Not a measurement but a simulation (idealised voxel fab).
You're looking at the process module voxel plated lines.
Displayed cross-section: cut, width of 260 nm, square cells sized 5 nm.
Cross-section format: a grid of square cells, given as bands from top to bottom; each band is one or more rows of cells.
For a band, the entry starts with two heights in nm, that of the top and then that of the bottom, and carries on with the band's materials in order from left to right, each alongside its width in nm; the word "full width" beside a single material means it fills the band edge to edge, and "blank" means empty space.
Heights are measured from 0, the level below which the as-received wafer is all one material; the lowest band has no bottom and continues downward, written as in "0 and below".
Top row gets the first number, bottom row gets the second, and each row in between changes by the same step: that is how a band width like "30..40" works.
Step marked "identical to before"? Then no cell in the cross-section changed in it.
This entry, "Cavities, closed", enumerates those empty regions of no fewer than 8 cells that possess no open connection to the top. Each region is reported in the form width x height at distance, the distance being taken from the left edge, with all three quantities expressed in nm.
Past the settings on a step's line: simulator remark, on that step.
The optional step-line setting "overlay nm" applies to steps with a mask and quantifies how far to the right of its planned location the mask lay, a negative value indicating leftward placement.
[plan]
1,RECEIVE,material Si
2,CONFORMAL_DEP,material SiO2,thk nm 5
3,DIRECTIONAL_DEP,material TiN,thk nm 5
4,PATTERN,tone open,mask id LINES,material resist,width nm 30,pitch nm 50,thk nm 35,overlay nm 0
5,EPI,material Ru,thk nm 5
6,EPI,material Ru,thk nm 10
7,EPI,material Ru,thk nm 5
8,STRIP,etch materials resist
9,DIRECTIONAL_ETCH,etch materials TiN,depth nm 5
10,CONFORMAL_DEP,material SiO2,thk nm 10
[Delivered wafer in cross-section: state after step 1]
    0 and below = Si full width
    Cavities, closed: none
[End-of-module cross-section of the first of two wafers, processed as planned]
    40 down to 30 = 30 of blank, 200 of SiO2, 30 of blank
    30 down to 15 = 30 of blank, 10 of SiO2, 30 of Ru, 20 of SiO2, 30 of Ru, 20 of SiO2, 30 of Ru, 20 of SiO2, 30 of Ru, 10 of SiO2, 30 of blank
    15 down to 10 = 40 of SiO2, 30 of Ru, 20 of SiO2, 30 of Ru, 20 of SiO2, 30 of Ru, 20 of SiO2, 30 of Ru, 40 of SiO2
    10 down to 5 = 40 of SiO2, 30 of TiN, 20 of SiO2, 30 of TiN, 20 of SiO2, 30 of TiN, 20 of SiO2, 30 of TiN, 40 of SiO2
    5 down to 0 = SiO2 full width
    0 and below = Si full width
    Cavities, closed: none
[Cross-sectional view of the second of two wafers upon completion of the module. This wafer shared its starting condition and process plan with the first; one error was made during its execution]
    40 down to 30 = 30 of blank, 200 of SiO2, 30 of blank
    30 down to 25 = 30 of blank, 10 of SiO2, 30 of Ru, 20 of SiO2, 30 of Ru, 20 of SiO2, 30 of Ru, 20 of SiO2, 30 of Ru, 10 of SiO2, 30 of blank
    25 down to 15 = 40 of SiO2, 30 of Ru, 20 of SiO2, 30 of Ru, 20 of SiO2, 30 of Ru, 20 of SiO2, 30 of Ru, 40 of SiO2
    15 down to 10 = Ru full width
    10 down to 5 = TiN full width
    5 down to 0 = SiO2 full width
    0 and below = Si full width
    Cavities, closed: none
Misprocessing identified: the intended sequence of steps 4 and 5 was reversed during processing, with each occupying the position of the other
Count the cells at the end and the second wafer has more or fewer of some materials than the first: Ru: 28 more; SiO2: 32 fewer; TiN: 28 more
